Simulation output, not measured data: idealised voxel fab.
This is a process module. Its name is voxel gate over fins.
Cross-section cut spans 240 nm and uses square cells 5 nm in size.
Bands, listed from the top down, are how a cross-section gets written in this document; the cross-section itself is a grid of square cells, and a band is one or more rows of them.
Band entry format. Leading values: height of top, height of bottom, nm. Remainder: materials in left-to-right order, each with its width in nm. Special words: "edge to edge" on a single material, which then fills the band edge to edge; "air", empty space.
Below 0: as-received wafer, all one material; heights counted from there. Lowest band: no bottom, goes on down, written "z 0 and below".
The two numbers in a width such as "30->40" mark its ends across the band: the first belongs to the top row of cells, the second to the bottom row, and from each row to the next the width moves by the same amount.
Step note "all unchanged" = no cross-section cell changed.
Closed-off voids of 8+ cells (no open route to the top) go in "Sealed internal cavities", written width x height at distance from the left edge, in nm.
What comes after the settings on a step's line is commentary from the simulator itself on that step.
overlay nm: how far to the right of its planned place the mask lay on this masked step (negative: to the left).

**The following list gives the planned process steps**
| 1 | RECEIVE,material Si |
| 2 | CONFORMAL_DEP,material SiN,thk nm 5 |
| 3 | DIRECTIONAL_DEP,material aC,thk nm 10 |
| 4 | PATTERN,tone cover,mask id FINS,material resist,width nm 15,pitch nm 40,thk nm 30,overlay nm 0 |
| 5 | DIRECTIONAL_ETCH,etch materials aC,depth nm 10 |
| 6 | STRIP,etch materials resist |
| 7 | DIRECTIONAL_ETCH,etch materials SiN,depth nm 5 |
| 8 | DIRECTIONAL_ETCH,etch materials Si,depth nm 40 |
| 9 | STRIP,etch materials aC |
| 10 | OXIDIZE,depth nm 5 |
| 11 | FILL_DEP,material SiO2,thk nm 5 |
| 12 | CMP,height nm 5 |
| 13 | SELECTIVE_ETCH,etch materials SiO2,depth nm 15 |
| 14 | STRIP,etch materials SiN |
| 15 | CONFORMAL_DEP,material HfO2,thk nm 5 |
| 16 | CONFORMAL_DEP,material TiN,thk nm 5 |
| 17 | FILL_DEP,material W,thk nm 15 |
| 18 | CMP,height nm 20 |
| 19 | CONFORMAL_DEP,material SiN,thk nm 10 |

**Here's what the wafer looked like in cross-section when it arrived - that's after step 1**
  z 0 and below  Si edge to edge
  Sealed internal cavities: none

**The first of two wafers, cross-sectioned at the end of the module, with the run proceeding as planned**
  z 30 to 20  SiN edge to edge
  z 20 to 10  W edge to edge
  z 10 to 5  W 65 nm; TiN 25 nm; W 15 nm; TiN 25 nm; W 15 nm; TiN 25 nm; W 70 nm
  z 5 to 0  W 65 nm; TiN 5 nm; HfO2 15 nm; TiN 5 nm; W 15 nm; TiN 5 nm; HfO2 15 nm; TiN 5 nm; W 15 nm; TiN 5 nm; HfO2 15 nm; TiN 5 nm; W 70 nm
  z 0 to -5  TiN 70 nm; HfO2 5 nm; Si 5 nm; HfO2 5 nm; TiN 25 nm; HfO2 5 nm; Si 5 nm; HfO2 5 nm; TiN 25 nm; HfO2 5 nm; Si 5 nm; HfO2 5 nm; TiN 75 nm
  z -5 to -10  HfO2 75 nm; Si 5 nm; HfO2 35 nm; Si 5 nm; HfO2 35 nm; Si 5 nm; HfO2 80 nm
  z -10 to -45  SiO2 75 nm; Si 5 nm; SiO2 35 nm; Si 5 nm; SiO2 35 nm; Si 5 nm; SiO2 80 nm
  z -45 and below  Si edge to edge
  Sealed internal cavities: none

**Cross-sectional view of the second of two wafers upon completion of the module. This wafer shared its starting condition and process plan with the first; one error was made during its execution**
  z 30 to 20  SiN edge to edge
  z 20 to 5  W edge to edge
  z 5 to 0  W 70 nm; TiN 15 nm; W 25 nm; TiN 15 nm; W 25 nm; TiN 15 nm; W 75 nm
  z 0 to -5  W 70 nm; TiN 5 nm; Si 5 nm; TiN 5 nm; W 25 nm; TiN 5 nm; Si 5 nm; TiN 5 nm; W 25 nm; TiN 5 nm; Si 5 nm; TiN 5 nm; W 75 nm
  z -5 to -10  TiN 75 nm; Si 5 nm; TiN 35 nm; Si 5 nm; TiN 35 nm; Si 5 nm; TiN 80 nm
  z -10 to -45  SiO2 75 nm; Si 5 nm; SiO2 35 nm; Si 5 nm; SiO2 35 nm; Si 5 nm; SiO2 80 nm
  z -45 and below  Si edge to edge
  Sealed internal cavities: none
What was done differently from what was planned? plan step 15 was not performed, having been skipped
Count the cells at the end and the second wafer has more or fewer of some materials than the first: -60 HfO2 | +60 W
